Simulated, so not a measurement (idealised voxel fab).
This is a process module. Its name is voxel tone inversion.
The figure presents cross-section cut, which has a width of 165 nm and is divided into square cells with an edge length of 5 nm.
Cross-section format: a grid of square cells, given as bands from top to bottom; each band is one or more rows of cells.
Each band's line starts with the height of the band's top and of its bottom, in nm. Then come its materials from left to right, each with its width in nm. One material with "everywhere" fills the band from edge to edge. "air" is empty space.
Heights are reckoned from 0. Under this level, the received wafer is all of one material. The bottommost band is open-ended downward, for example "top 0, no bottom".
The two numbers in a width such as "30..40" mark its ends across the band: the first belongs to the top row of cells, the second to the bottom row, and from each row to the next the width moves by the same amount.
Step marked "remained unchanged"? Then no cell in the cross-section changed in it.
In "Enclosed void entries" the enclosed voids are listed, meaning empty spaces of 8 cells or larger without any opening to the top. The form is width x height at distance, distance from the left edge, units nm.
Read whatever lies past the settings on a step's line as the simulator's own remark about the step.
The "overlay nm" setting may appear on a step's line; for a step that uses a mask, it gives how far to the right of its planned position the mask lay, and a negative value indicates the left.
# Set out below are the planned steps of the process
1: RECEIVE: material Si
2: CONFORMAL_DEP: material SiCN, thk nm 5
3: DIRECTIONAL_DEP: material polySi, thk nm 15
4: PATTERN: tone cover, mask id POSTS, material resist, width nm 15, pitch nm 40, thk nm 20, overlay nm 0
5: DIRECTIONAL_ETCH: etch materials polySi, depth nm 15
6: STRIP: etch materials resist
7: FILL_DEP: material SiO2, thk nm 5
8: CMP: height nm 20
9: STRIP: etch materials polySi
# Cross-section: wafer on arrival = after step 1
    top 0, no bottom = Si everywhere
    Enclosed void entries: none
# What the wafer looks like in cross-section after this module, when it starts as shown above and follows the plan above but one mistake is made in running it
    top 20, bottom 15 = SiCN everywhere
    top 15, bottom 0 = polySi everywhere
    top 0, no bottom = Si everywhere
    Enclosed void entries: none
What was the processing mistake? steps 2 and 3 of the plan were each performed in the slot designated for the other
